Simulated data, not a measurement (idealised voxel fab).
Presented below is a process module, voxel capacitor over wiring.
For reference, the cross-section in this document is cut, with width 300 nm and square cells of 5 nm.
When this document writes out a cross-section, it uses a grid of square cells and lists it as bands, beginning at the top and moving down, with a band standing for one or more rows of cells. This entry defines a band. It first specifies the height of the band's top and the height of its bottom in nm, and then specifies the band's materials from left to right, stating each material with its width in nm. The word "everywhere" identifies a single material that fills the band from edge to edge, while the word "blank" identifies empty space. Height datum 0, below which the as-received substrate wafer is one material. Lowest band open at the bottom, running downward: "from 0 down". Quick explanation for "30..40": the width changes in equal steps down the rows of cells, from the first number in the band's top row to the second number in its bottom row. For the purposes of this document, the phrase "everything unchanged" attached to a step denotes that no cell within the cross-section was modified by that step. "Internal closed voids" - sealed voids, min. 8 cells, no opening to top; format: width x height at distance (distance from left edge; nm throughout). Read whatever lies past the settings on a step's line as the simulator's own remark about the step. The "overlay nm" setting may appear on a step's line; for a step that uses a mask, it gives how far to the right of its planned position the mask lay, and a negative value indicates the left.
Planned step list for the process:
1 RECEIVE,material Si
2 CONFORMAL_DEP,material SiO2,thk nm 15
3 CONFORMAL_DEP,material SiCN,thk nm 5
4 DIRECTIONAL_DEP,material SiO2,thk nm 20
5 DIRECTIONAL_DEP,material aC,thk nm 15
6 PATTERN,tone open,mask id METAL_1,material resist,width nm 25,pitch nm 80,thk nm 30,overlay nm 0
7 DIRECTIONAL_ETCH,etch materials aC,depth nm 15
8 STRIP,etch materials resist
9 DIRECTIONAL_ETCH,etch materials SiO2,depth nm 20
10 DIRECTIONAL_ETCH,etch materials SiCN,depth nm 5
11 STRIP,etch materials aC
12 CONFORMAL_DEP,material TiN,thk nm 5
13 FILL_DEP,material W,thk nm 5
14 CMP,height nm 40
15 CONFORMAL_DEP,material SiCN,thk nm 5
16 DIRECTIONAL_DEP,material SiO2,thk nm 10
17 PATTERN,tone open,mask id PLUG_1,material resist,width nm 15,thk nm 20,overlay nm 0
18 DIRECTIONAL_ETCH,etch materials SiO2,depth nm 10
19 DIRECTIONAL_ETCH,etch materials SiCN,depth nm 5
20 STRIP,etch materials resist
21 CONFORMAL_DEP,material TiN,thk nm 5
22 FILL_DEP,material Ru,thk nm 10
23 CMP,height nm 55
24 DIRECTIONAL_DEP,material TiN,thk nm 5
25 DIRECTIONAL_DEP,material HfO2,thk nm 5
26 DIRECTIONAL_DEP,material TiN,thk nm 5
27 MASKED_ETCH,tone cover,mask id UPPER_PLATE,width nm 60,etch materials TiN,depth nm 5,overlay nm 0
28 MASKED_ETCH,tone cover,mask id UPPER_PLATE,width nm 60,etch materials HfO2,depth nm 5,overlay nm 0
29 MASKED_ETCH,tone cover,mask id LOWER_PLATE,width nm 70,etch materials TiN,depth nm 5,overlay nm 0
30 FILL_DEP,material SiO2,thk nm 20
31 CMP,height nm 85
32 MASKED_ETCH,tone open,mask id PLUG_2,width nm 15,etch materials SiO2,depth nm 15,overlay nm 0
33 CONFORMAL_DEP,material TiN,thk nm 5
34 FILL_DEP,material Ru,thk nm 5
35 CMP,height nm 85
36 CONFORMAL_DEP,material SiCN,thk nm 5
Here's what the wafer looked like in cross-section when it arrived - that's after step 1:
    from 0 down | Si everywhere
    Internal closed voids: none
Here's the wafer cut in cross-section after the module, started and planned just like above, except one thing was done wrong in the run:
    from 90 to 85 | SiCN everywhere
    from 85 to 75 | SiO2=115  TiN=5  Ru=5  TiN=5  SiO2=170
    from 75 to 70 | SiO2=115  TiN=15  SiO2=170
    from 70 to 65 | SiO2=105  HfO2=60  SiO2=135
    from 65 to 60 | SiO2=100  TiN=70  SiO2=130
    from 60 to 55 | TiN everywhere
    from 55 to 45 | SiO2=105  TiN=5  Ru=5  TiN=5  SiO2=180
    from 45 to 40 | SiCN=105  TiN=15  SiCN=180
    from 40 to 20 | SiO2=95  TiN=5  W=15  TiN=5  SiO2=55  TiN=5  W=15  TiN=5  SiO2=100
    from 20 to 15 | SiCN=95  TiN=25  SiCN=55  TiN=25  SiCN=100
    from 15 to 0 | SiO2 everywhere
    from 0 down | Si everywhere
    Internal closed voids: none
what went wrong: swap of plan steps 25 and 26 during execution
